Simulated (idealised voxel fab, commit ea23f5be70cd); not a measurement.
Process module under the name voxel plated lines
It is cross-section cut that appears here, measuring 240 nm in width, its square cells being 5 nm in size.
Format of a cross-section: grid, square cells. Given as bands. Order: top down. Band: one or more rows of cells.
It is stipulated that each band's entry specify, in nanometres, the height of the top of the band and then that of its bottom, followed by the materials of the band in left-to-right sequence, each together with its width in nanometres. A single material marked by the word "edge to edge" is understood to fill the band from edge to edge; the word "blank" is understood to denote empty space.
Ref level 0: as-received wafer is one material below here. Bottom band extends down with no lower bound ("0 nm and below").
Quick explanation for "30..40": the width changes in equal steps down the rows of cells, from the first number in the band's top row to the second number in its bottom row.
A step reported as "remained unchanged" is a step in which no cell of the cross-section changed.
Empty spaces without an open route to the top, at least 8 cells in extent, make up the entry "Enclosed cavities"; each is given as width x height at distance, where the distance is measured from the left edge, and all are in nm.
What comes after the settings on a step's line is commentary from the simulator itself on that step.
When a step includes a mask, the "overlay nm" setting on its line states how far to the right of its planned place that mask lay, and negative values state how far to the left.
### Below is the list of planned process steps
1,op RECEIVE | material Si
2,op CONFORMAL_DEP | material SiN | thk nm 5
3,op DIRECTIONAL_DEP | material TiN | thk nm 5
4,op PATTERN | tone open | mask id LINES | material resist | width nm 15 | pitch nm 35 | thk nm 35 | overlay nm 0
5,op EPI | material Ru | thk nm 5
6,op EPI | material Ru | thk nm 5
7,op EPI | material Ru | thk nm 10
8,op STRIP | etch materials resist
9,op DIRECTIONAL_ETCH | etch materials TiN | depth nm 5
10,op CONFORMAL_DEP | material SiCN | thk nm 5
### Wafer cross-section on receipt, i.e. after step 1
  0 nm and below: Si edge to edge
  Enclosed cavities: none
### Run as planned - first of the two wafers cross-sectioned at the end of the module
  35 nm to 30 nm: 90 of blank, then 25 of SiCN, then 10 of blank, then 25 of SiCN, then 90 of blank
  30 nm to 10 nm: 90 of blank, then 5 of SiCN, then 15 of Ru, then 5 of SiCN, then 10 of blank, then 5 of SiCN, then 15 of Ru, then 5 of SiCN, then 90 of blank
  10 nm to 5 nm: 95 of SiCN, then 15 of TiN, then 20 of SiCN, then 15 of TiN, then 95 of SiCN
  5 nm to 0 nm: SiN edge to edge
  0 nm and below: Si edge to edge
  Enclosed cavities: none
### Here is the second of the two wafers cut open at the end of the module - same start, same plan as the first one, but we made one mistake running it
  35 nm to 30 nm: 80 of blank, then 80 of SiCN, then 80 of blank
  30 nm to 25 nm: 80 of blank, then 5 of SiCN, then 70 of Ru, then 5 of SiCN, then 80 of blank
  25 nm to 20 nm: 85 of SiCN, then 70 of Ru, then 85 of SiCN
  20 nm to 10 nm: Ru edge to edge
  10 nm to 5 nm: TiN edge to edge
  5 nm to 0 nm: SiN edge to edge
  0 nm and below: Si edge to edge
  Enclosed cavities: none
Which mistake was made when the wafer was run? steps 7 and 8 swapped
At the finish, the second wafer shows more or fewer cells for some materials than the first does: +100 Ru; -16 SiCN; +42 TiN
